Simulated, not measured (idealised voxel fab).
Proc. module: voxel transistor to metal
Pictured: cross-section cut, 195 nm wide, on a grid of 5 nm square cells.
This document writes a cross-section as a grid whose cells are square, and gives it as bands, listed from the top down; one or more rows of cells form a band. Band: top and bottom heights (nm) first, top before bottom; then materials from left to right, widths in nm. "everywhere" marks a sole material filling the band edge to edge. "blank" denotes empty space. Heads up on the height convention: 0 is the point under which the incoming wafer is all one material, and the lowest band has no bottom, it just keeps going down, like "0 down". Top row gets the first number, bottom row gets the second, and each row in between changes by the same step: that is how a band width like "30->40" works. "nothing got changed" (step): cross-section cells unchanged, all of them. Closed-off voids of 8+ cells (no open route to the top) go in "Completely sealed voids", written width x height at distance from the left edge, in nm. What comes after the settings on a step's line is commentary from the simulator itself on that step. A step's line can hold "overlay nm"; with a mask on that step, the setting says how far right of the planned place the mask lay, while a negative setting says it lay to the left.
[plan]
1: RECEIVE (material Si)
2: OXIDIZE (depth nm 5)
3: CONFORMAL_DEP (material SiN; thk nm 15)
4: MASKED_ETCH (tone cover; mask id ACTIVE; width nm 100; etch materials SiN; depth nm 15; overlay nm 0)
5: MASKED_ETCH (tone cover; mask id ACTIVE; width nm 100; etch materials SiO2; depth nm 5; overlay nm 0)
6: MASKED_ETCH (tone cover; mask id ACTIVE; width nm 100; etch materials Si; depth nm 35; overlay nm 0)
7: OXIDIZE (depth nm 5)
8: FILL_DEP (material SiO2; thk nm 10)
9: CMP (height nm 15)
10: SELECTIVE_ETCH (etch materials SiO2; depth nm 5)
11: STRIP (etch materials SiN)
12: SELECTIVE_ETCH (etch materials SiO2; depth nm 5)
13: OXIDIZE (depth nm 5)
14: DIRECTIONAL_DEP (material polySi; thk nm 20)
15: DIRECTIONAL_DEP (material SiCN; thk nm 15)
16: PATTERN (tone cover; mask id GATE; material resist; width nm 20; thk nm 20; overlay nm 0)
17: DIRECTIONAL_ETCH (etch materials SiCN; depth nm 25)
18: DIRECTIONAL_ETCH (etch materials polySi; depth nm 30)
19: STRIP (etch materials resist)
20: CONFORMAL_DEP (material SiO2; thk nm 5)
21: DIRECTIONAL_ETCH (etch materials SiO2; depth nm 5)
22: CONFORMAL_DEP (material SiN; thk nm 10)
23: DIRECTIONAL_ETCH (etch materials SiN; depth nm 10)
24: DIRECTIONAL_ETCH (etch materials SiO2; depth nm 5)
25: EPI (material nSi; thk nm 5)
26: FILL_DEP (material SiO2; thk nm 5)
27: CMP (height nm 30)
28: DIRECTIONAL_DEP (material SiO2; thk nm 15)
29: MASKED_ETCH (tone open; mask id CONTACT; width nm 25; pitch nm 55; etch materials SiO2; depth nm 50; overlay nm 0)
30: CONFORMAL_DEP (material TiN; thk nm 5)
31: FILL_DEP (material W; thk nm 5)
32: CMP (height nm 45)
33: DIRECTIONAL_DEP (material TiN; thk nm 5)
34: DIRECTIONAL_DEP (material Ru; thk nm 15)
35: DIRECTIONAL_DEP (material aC; thk nm 10)
36: PATTERN (tone cover; mask id METAL_1; material resist; width nm 15; pitch nm 65; thk nm 30; overlay nm 0)
37: DIRECTIONAL_ETCH (etch materials aC; depth nm 10)
38: STRIP (etch materials resist)
39: DIRECTIONAL_ETCH (etch materials Ru; depth nm 15)
40: DIRECTIONAL_ETCH (etch materials TiN; depth nm 5)
41: STRIP (etch materials aC)
42: CONFORMAL_DEP (material SiCN; thk nm 5)
43: FILL_DEP (material lowk; thk nm 5)
44: CMP (height nm 65)
45: CONFORMAL_DEP (material SiN; thk nm 5)
[Cross-section, incoming material, after step 1]
* 0 down | Si everywhere
* Completely sealed voids: none
[The following cross-section depicts the wafer upon conclusion of the module. Processing commenced from the starting condition illustrated above and adhered to the plan illustrated above, save for one mistake in execution]
* 70 to 65 | SiN everywhere
* 65 to 50 | lowk (50) / SiCN (5) / Ru (15) / SiCN (5) / lowk (40) / SiCN (5) / Ru (15) / SiCN (5) / lowk (55)
* 50 to 45 | SiCN (55) / TiN (15) / SiCN (50) / TiN (15) / SiCN (60)
* 45 to 35 | SiO2 (55) / TiN (5) / W (15) / TiN (5) / SiO2 (30) / TiN (5) / W (15) / TiN (5) / SiO2 (60)
* 35 to 30 | SiO2 (55) / TiN (5) / W (10) / TiN (10) / SiO2 (30) / TiN (10) / W (10) / TiN (5) / SiO2 (60)
* 30 to 15 | SiO2 (55) / TiN (5) / W (10) / TiN (5) / SiN (10) / SiCN (20) / SiN (10) / TiN (5) / W (10) / TiN (5) / SiO2 (60)
* 15 to 0 | SiO2 (55) / TiN (5) / W (10) / TiN (5) / SiN (10) / polySi (20) / SiN (10) / TiN (5) / W (10) / TiN (5) / SiO2 (60)
* 0 to -5 | SiO2 (40) / SiN (10) / SiO2 (5) / TiN (20) / SiN (10) / polySi (20) / SiN (10) / TiN (20) / SiO2 (5) / SiN (10) / SiO2 (45)
* -5 to -10 | SiO2 (40) / SiN (10) / nSi (25) / SiN (10) / SiO2 (20) / SiN (10) / nSi (25) / SiN (10) / SiO2 (45)
* -10 to -45 | SiO2 (50) / Si (90) / SiO2 (55)
* -45 down | Si everywhere
* Completely sealed voids: none
Processing error: plan step 20 was not performed, having been skipped
